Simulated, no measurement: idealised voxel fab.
process module | voxel capacitor over wiring
This is section cut - it's 180 nm across, gridded in 5 nm square cells.
A cross-section is a grid of square cells, given in bands from the top down. A band is one or more rows of cells.
Each band's line starts with the height of the band's top and of its bottom, in nm. Then come its materials from left to right, each with its width in nm. One material with "everywhere" fills the band from edge to edge. "air" is empty space.
Beneath 0, the wafer as received is one material, and that level is where height counting begins. The lowest band goes on downward without a bottom; it is written like "from 0 down".
So if you see something like "30 to 40" for the width, read it as the top row of the band sitting at the first number and the bottom row at the second, with every row in between moving by the same amount as the last.
Any step labelled "nothing was modified" changed none of the cells in the cross-section.
Heads up: "Enclosed cavity list" only lists the empty pockets with no open path to the top that are 8 cells or more, and it writes them as width x height at distance, distance from the left edge, in nm.
Formally, on a step line, whatever follows the settings is a remark that the simulator itself makes on the step.
On any step carrying a mask, the "overlay nm" setting, if present on the step's line, tells how far right of its planned place the mask lay; negative values point to the left.
**Planned step list for the process**
step 1: RECEIVE,material Si
step 2: CONFORMAL_DEP,material SiO2,thk nm 10
step 3: CONFORMAL_DEP,material SiCN,thk nm 5
step 4: DIRECTIONAL_DEP,material lowk,thk nm 20
step 5: MASKED_ETCH,tone open,mask id METAL_1,width nm 15,pitch nm 95,etch materials lowk,depth nm 20,overlay nm 0
step 6: MASKED_ETCH,tone open,mask id METAL_1,width nm 25,pitch nm 95,etch materials SiCN,depth nm 5,overlay nm 0
step 7: CONFORMAL_DEP,material TiN,thk nm 5
step 8: FILL_DEP,material Cu,thk nm 5
step 9: CMP,height nm 35
step 10: CONFORMAL_DEP,material SiCN,thk nm 5
step 11: DIRECTIONAL_DEP,material SiO2,thk nm 20
step 12: MASKED_ETCH,tone open,mask id PLUG_1,width nm 15,etch materials SiO2,depth nm 20,overlay nm 0
step 13: MASKED_ETCH,tone open,mask id PLUG_1,width nm 15,etch materials SiCN,depth nm 5,overlay nm 0
step 14: CONFORMAL_DEP,material TiN,thk nm 5
step 15: FILL_DEP,material W,thk nm 10
step 16: CMP,height nm 60
step 17: DIRECTIONAL_DEP,material TiN,thk nm 10
step 18: DIRECTIONAL_DEP,material SiN,thk nm 5
step 19: DIRECTIONAL_DEP,material TiN,thk nm 5
step 20: DIRECTIONAL_DEP,material aC,thk nm 15
step 21: PATTERN,tone cover,mask id UPPER_PLATE,material resist,width nm 75,thk nm 30,overlay nm 0
step 22: DIRECTIONAL_ETCH,etch materials aC,depth nm 15
step 23: STRIP,etch materials resist
step 24: DIRECTIONAL_ETCH,etch materials TiN,depth nm 5
step 25: DIRECTIONAL_ETCH,etch materials SiN,depth nm 5
step 26: STRIP,etch materials aC
step 27: PATTERN,tone cover,mask id LOWER_PLATE,material resist,width nm 85,thk nm 15,overlay nm 0
step 28: DIRECTIONAL_ETCH,etch materials TiN,depth nm 10
step 29: STRIP,etch materials resist
step 30: FILL_DEP,material SiO2,thk nm 15
step 31: CMP,height nm 90
step 32: DIRECTIONAL_DEP,material aC,thk nm 15
step 33: PATTERN,tone open,mask id PLUG_2,material resist,width nm 15,thk nm 35,overlay nm 0
step 34: DIRECTIONAL_ETCH,etch materials aC,depth nm 15
step 35: STRIP,etch materials resist
step 36: DIRECTIONAL_ETCH,etch materials SiO2,depth nm 10
step 37: STRIP,etch materials aC
step 38: CONFORMAL_DEP,material TiN,thk nm 5
step 39: FILL_DEP,material W,thk nm 10
step 40: CMP,height nm 90
step 41: CONFORMAL_DEP,material SiCN,thk nm 5
Be aware that, although all wafers share a common starting state, the width nm at step 5 differs among them, and the plan displays the first wafer's value.
**Cross-section of the first of several wafers on receipt, reflecting completion of step 1**
    from 0 down  Si everywhere
    Enclosed cavity list: none
**After the module's final step, step 41: the first of several wafers in cross-section**
    from 95 to 90  SiCN everywhere
    from 90 to 85  SiO2=50, TiN=5, W=5, TiN=5, SiO2=115
    from 85 to 75  SiO2=50 to 40, TiN=15 to 75, SiO2=115 to 65
    from 75 to 70  SiO2=40, SiN=75, SiO2=65
    from 70 to 60  SiO2=35, TiN=85, SiO2=60
    from 60 to 40  SiO2=40, TiN=5, W=5, TiN=5, SiO2=125
    from 40 to 35  SiCN=40, TiN=15, SiCN=125
    from 35 to 15  lowk=35, TiN=5, Cu=5, TiN=5, lowk=80, TiN=5, Cu=5, TiN=5, lowk=35
    from 15 to 10  SiCN=35, TiN=15, SiCN=80, TiN=15, SiCN=35
    from 10 to 0  SiO2 everywhere
    from 0 down  Si everywhere
    Enclosed cavity list: none
**Cross-section of the final wafer among several, taken at the end of the module**
    from 95 to 90  SiCN everywhere
    from 90 to 85  SiO2=50, TiN=5, W=5, TiN=5, SiO2=115
    from 85 to 75  SiO2=50 to 40, TiN=15 to 75, SiO2=115 to 65
    from 75 to 70  SiO2=40, SiN=75, SiO2=65
    from 70 to 60  SiO2=35, TiN=85, SiO2=60
    from 60 to 40  SiO2=40, TiN=5, W=5, TiN=5, SiO2=125
    from 40 to 35  SiCN=40, TiN=15, SiCN=125
    from 35 to 20  lowk=25, TiN=5, Cu=30, TiN=5, lowk=55, TiN=5, Cu=30, TiN=5, lowk=20
    from 20 to 15  lowk=25, TiN=10, Cu=15, TiN=15, lowk=55, TiN=10, Cu=15, TiN=15, lowk=20
    from 15 to 10  SiCN=30, TiN=25, SiCN=70, TiN=25, SiCN=30
    from 10 to 0  SiO2 everywhere
    from 0 down  Si everywhere
    Enclosed cavity list: none
**Tabulated below, wafer by wafer, are the end-of-module results: for each material, the number of cells gained (+) or lost (-) relative to the as-received state, followed by the closed voids**
width nm 15; +8 Cu; +99 SiCN; +15 SiN; +350 SiO2; +87 TiN; +5 W; +120 lowk; Enclosed cavity list: none
width nm 20; +16 Cu; +97 SiCN; +15 SiN; +350 SiO2; +89 TiN; +5 W; +112 lowk; Enclosed cavity list: none
width nm 25; +24 Cu; +95 SiCN; +15 SiN; +350 SiO2; +91 TiN; +5 W; +104 lowk; Enclosed cavity list: none
width nm 30; +30 Cu; +95 SiCN; +15 SiN; +350 SiO2; +93 TiN; +5 W; +96 lowk; Enclosed cavity list: none
width nm 35; +36 Cu; +95 SiCN; +15 SiN; +350 SiO2; +95 TiN; +5 W; +88 lowk; Enclosed cavity list: none
width nm 40; +42 Cu; +95 SiCN; +15 SiN; +350 SiO2; +97 TiN; +5 W; +80 lowk; Enclosed cavity list: none
